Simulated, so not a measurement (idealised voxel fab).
process module | voxel self aligned vias
cross-section cut | 165 nm wide | cells 5 nm
A cross-section is a grid of square cells, given in bands from the top down. A band is one or more rows of cells.
Each band's line starts with the height of the band's top and of its bottom, in nm. Then come its materials from left to right, each with its width in nm. One material with "throughout" fills the band from edge to edge. "air" is empty space.
Height 0 is the level under which the wafer as received is all one material. The lowest band goes on downwards, as in "0 down".
A width such as "30 to 40" changes by the same amount from each row of cells to the next, from the band's top row to its bottom row.
"no change" after a step means that no cell of the cross-section changed.
closed voids: empty space of 8 cells or more with no open way to the top, each as width x height at its distance from the left edge, in nm
after a step's settings: what the simulator itself notes on the step
overlay nm, on a step with a mask: how far to the right of its planned place the mask lay; to the left if negative
Each pair below shows a cross-section before one step and the cross-section after it, down to the lowest band that changed. The line under each pair gives the step between them, with its settings. The pairs can come from different runs of this module on the same starting wafer, so a pair continues from the pair above only where its "before" says so.
before
  50 to 20: lowk 35 | air 30 | lowk 50 | air 30 | lowk 20
  20 to 15: SiCN throughout
  15 to 0: SiO2 throughout
  0 down: Si throughout
  closed voids: none
after
  55 to 50: TiN 40 | air 20 | TiN 60 | air 20 | TiN 25
  50 to 25: lowk 35 | TiN 5 | air 20 | TiN 5 | lowk 50 | TiN 5 | air 20 | TiN 5 | lowk 20
  25 to 20: lowk 35 | TiN 30 | lowk 50 | TiN 30 | lowk 20
  below 20: unchanged
  closed voids: none
the step between: op CONFORMAL_DEP | material TiN | thk nm 5
before: the cross-section after the pair above
after
  65 to 55: W throughout
  55 to 50: TiN 40 | W 20 | TiN 60 | W 20 | TiN 25
  50 to 25: lowk 35 | TiN 5 | W 20 | TiN 5 | lowk 50 | TiN 5 | W 20 | TiN 5 | lowk 20
  below 25: unchanged
  closed voids: none
the step between: op FILL_DEP | material W | thk nm 10
before: the cross-section after the pair above
after
  50 to 25: lowk 35 | TiN 5 | W 20 | TiN 5 | lowk 50 | TiN 5 | W 20 | TiN 5 | lowk 20
  below 25: unchanged
  closed voids: none
the step between: op CMP | height nm 50
before: the cross-section after the pair above
after
  50 to 40: lowk 35 | air 30 | lowk 50 | air 30 | lowk 20
  below 40: unchanged
  closed voids: none
the step between: op SELECTIVE_ETCH | etch materials W Ru TiN | depth nm 10
before: the cross-section after the pair above
after
  55 to 50: SiN throughout
  50 to 40: lowk 35 | SiN 30 | lowk 50 | SiN 30 | lowk 20
  below 40: unchanged
  closed voids: none
the step between: op FILL_DEP | material SiN | thk nm 5
before: the cross-section after the pair above
after
  50 to 40: lowk 35 | SiN 30 | lowk 50 | SiN 30 | lowk 20
  below 40: unchanged
  closed voids: none
the step between: op CMP | height nm 50
before: the cross-section after the pair above
after
  70 to 50: lowk throughout
  below 50: unchanged
  closed voids: none
the step between: op DIRECTIONAL_DEP | material lowk | thk nm 20
before: the cross-section after the pair above
after
  80 to 70: aC throughout
  below 70: unchanged
  closed voids: none
the step between: op DIRECTIONAL_DEP | material aC | thk nm 10
before: the cross-section after the pair above
after
  110 to 80: resist 15 | air 50 | resist 30 | air 50 | resist 20
  below 80: unchanged
  closed voids: none
the step between: op PATTERN | tone open | mask id VIAS | material resist | width nm 50 | pitch nm 80 | thk nm 30 | overlay nm 0
before: the cross-section after the pair above
after
  100 to 80: resist 15 | air 50 | resist 30 | air 50 | resist 20
  80 to 70: aC 15 | air 50 | aC 30 | air 50 | aC 20
  below 70: unchanged
  closed voids: none
the step between: op DIRECTIONAL_ETCH | etch materials aC | depth nm 10
before: the cross-section after the pair above
after
  80 to 70: aC 15 | air 50 | aC 30 | air 50 | aC 20
  below 70: unchanged
  closed voids: none
the step between: op STRIP | etch materials resist
before: the cross-section after the pair above
after
  80 to 70: aC 15 | air 50 | aC 30 | air 50 | aC 20
  70 to 50: lowk 15 | air 50 | lowk 30 | air 50 | lowk 20
  below 50: unchanged
  closed voids: none
the step between: op DIRECTIONAL_ETCH | etch materials lowk | depth nm 20
before: the cross-section after the pair above
after
  80 to 70: aC 15 | air 50 | aC 30 | air 50 | aC 20
  70 to 50: lowk 15 | air 50 | lowk 30 | air 50 | lowk 20
  50 to 40: lowk 35 | air 30 | lowk 50 | air 30 | lowk 20
  below 40: unchanged
  closed voids: none
the step between: op DIRECTIONAL_ETCH | etch materials SiN | depth nm 10
before: the cross-section after the pair above
after
  70 to 50: lowk 15 | air 50 | lowk 30 | air 50 | lowk 20
  below 50: unchanged
  closed voids: none
the step between: op STRIP | etch materials aC
before: the cross-section after the pair above
after
  75 to 70: TiN 20 | air 40 | TiN 40 | air 40 | TiN 25
  70 to 55: lowk 15 | TiN 5 | air 40 | TiN 5 | lowk 30 | TiN 5 | air 40 | TiN 5 | lowk 20
  55 to 45: lowk 15 to 35 | TiN 25 to 5 | air 20 | TiN 5 | lowk 30 to 50 | TiN 25 to 5 | air 20 | TiN 5 | lowk 20
  45 to 40: lowk 35 | TiN 30 | lowk 50 | TiN 30 | lowk 20
  below 40: unchanged
  closed voids: none
the step between: op CONFORMAL_DEP | material TiN | thk nm 5
before: the cross-section after the pair above
after
  85 to 75: W throughout
  75 to 70: TiN 20 | W 40 | TiN 40 | W 40 | TiN 25
  70 to 55: lowk 15 | TiN 5 | W 40 | TiN 5 | lowk 30 | TiN 5 | W 40 | TiN 5 | lowk 20
  55 to 45: lowk 15 to 35 | TiN 25 to 5 | W 20 | TiN 5 | lowk 30 to 50 | TiN 25 to 5 | W 20 | TiN 5 | lowk 20
  below 45: unchanged
  closed voids: none
the step between: op FILL_DEP | material W | thk nm 10
before: the cross-section after the pair above
after
  70 to 55: lowk 15 | TiN 5 | W 40 | TiN 5 | lowk 30 | TiN 5 | W 40 | TiN 5 | lowk 20
  below 55: unchanged
  closed voids: none
the step between: op CMP | height nm 70
before: the cross-section after the pair above
after
  75 to 70: SiCN throughout
  below 70: unchanged
  closed voids: none
the step between: op CONFORMAL_DEP | material SiCN | thk nm 5
before
  50 to 40: lowk 25 | SiN 30 | lowk 50 | SiN 30 | lowk 30
  40 to 25: lowk 25 | TiN 5 | W 20 | TiN 5 | lowk 50 | TiN 5 | W 20 | TiN 5 | lowk 30
  25 to 20: lowk 25 | TiN 30 | lowk 50 | TiN 30 | lowk 30
  20 to 15: SiCN throughout
  15 to 0: SiO2 throughout
  0 down: Si throughout
  closed voids: none
after
  70 to 50: SiO2 throughout
  below 50: unchanged
  closed voids: none
the step between: op DIRECTIONAL_DEP | material SiO2 | thk nm 20
before: the cross-section after the pair above
after
  80 to 70: aC throughout
  below 70: unchanged
  closed voids: none
the step between: op DIRECTIONAL_DEP | material aC | thk nm 10
before: the cross-section after the pair above
after
  110 to 80: resist 15 | air 50 | resist 30 | air 50 | resist 20
  below 80: unchanged
  closed voids: none
the step between: op PATTERN | tone open | mask id VIAS | material resist | width nm 50 | pitch nm 80 | thk nm 30 | overlay nm 0
before: the cross-section after the pair above
after
  100 to 80: resist 15 | air 50 | resist 30 | air 50 | resist 20
  80 to 70: aC 15 | air 50 | aC 30 | air 50 | aC 20
  below 70: unchanged
  closed voids: none
the step between: op DIRECTIONAL_ETCH | etch materials aC | depth nm 10
before: the cross-section after the pair above
after
  80 to 70: aC 15 | air 50 | aC 30 | air 50 | aC 20
  below 70: unchanged
  closed voids: none
the step between: op STRIP | etch materials resist
before: the cross-section after the pair above
after
  70 to 50: SiO2 throughout
  below 50: unchanged
  closed voids: none
the step between: op STRIP | etch materials aC
before: the cross-section after the pair above
after
  75 to 70: TiN throughout
  below 70: unchanged
  closed voids: none
the step between: op CONFORMAL_DEP | material TiN | thk nm 5
before: the cross-section after the pair above
after
  85 to 75: W throughout
  below 75: unchanged
  closed voids: none
the step between: op FILL_DEP | material W | thk nm 10
before: the cross-section after the pair above
after
  70 to 50: SiO2 throughout
  below 50: unchanged
  closed voids: none
the step between: op CMP | height nm 70
before: the cross-section after the pair above
after
  75 to 70: SiCN throughout
  below 70: unchanged
  closed voids: none
the step between: op CONFORMAL_DEP | material SiCN | thk nm 5
before
  80 to 70: aC throughout
  70 to 50: lowk throughout
  50 to 40: lowk 25 | SiN 30 | lowk 50 | SiN 30 | lowk 30
  40 to 25: lowk 25 | TiN 5 | W 20 | TiN 5 | lowk 50 | TiN 5 | W 20 | TiN 5 | lowk 30
  25 to 20: lowk 25 | TiN 30 | lowk 50 | TiN 30 | lowk 30
  20 to 15: SiCN throughout
  15 to 0: SiO2 throughout
  0 down: Si throughout
  closed voids: none
after
  110 to 80: air 15 | resist 50 | air 30 | resist 50 | air 20
  below 80: unchanged
  closed voids: none
the step between: op PATTERN | tone cover | mask id VIAS | material resist | width nm 50 | pitch nm 80 | thk nm 30 | overlay nm 0
before: the cross-section after the pair above
after
  100 to 80: air 15 | resist 50 | air 30 | resist 50 | air 20
  80 to 70: air 15 | aC 50 | air 30 | aC 50 | air 20
  below 70: unchanged
  closed voids: none
the step between: op DIRECTIONAL_ETCH | etch materials aC | depth nm 10
before: the cross-section after the pair above
after
  80 to 70: air 15 | aC 50 | air 30 | aC 50 | air 20
  below 70: unchanged
  closed voids: none
the step between: op STRIP | etch materials resist
before: the cross-section after the pair above
after
  80 to 70: air 15 | aC 50 | air 30 | aC 50 | air 20
  70 to 50: air 15 | lowk 50 | air 30 | lowk 50 | air 20
  below 50: unchanged
  closed voids: none
the step between: op DIRECTIONAL_ETCH | etch materials lowk | depth nm 20
before: the cross-section after the pair above
after
  70 to 50: air 15 | lowk 50 | air 30 | lowk 50 | air 20
  below 50: unchanged
  closed voids: none
the step between: op STRIP | etch materials aC
before: the cross-section after the pair above
after
  75 to 70: air 10 | TiN 60 | air 20 | TiN 60 | air 15
  70 to 55: air 10 | TiN 5 | lowk 50 | TiN 5 | air 20 | TiN 5 | lowk 50 | TiN 5 | air 15
  55 to 50: TiN 15 | lowk 50 | TiN 30 | lowk 50 | TiN 20
  below 50: unchanged
  closed voids: none
the step between: op CONFORMAL_DEP | material TiN | thk nm 5
before: the cross-section after the pair above
after
  85 to 75: W throughout
  75 to 70: W 10 | TiN 60 | W 20 | TiN 60 | W 15
  70 to 55: W 10 | TiN 5 | lowk 50 | TiN 5 | W 20 | TiN 5 | lowk 50 | TiN 5 | W 15
  below 55: unchanged
  closed voids: none
the step between: op FILL_DEP | material W | thk nm 10
before: the cross-section after the pair above
after
  70 to 55: W 10 | TiN 5 | lowk 50 | TiN 5 | W 20 | TiN 5 | lowk 50 | TiN 5 | W 15
  below 55: unchanged
  closed voids: none
the step between: op CMP | height nm 70
before: the cross-section after the pair above
after
  75 to 70: SiCN throughout
  below 70: unchanged
  closed voids: none
the step between: op CONFORMAL_DEP | material SiCN | thk nm 5
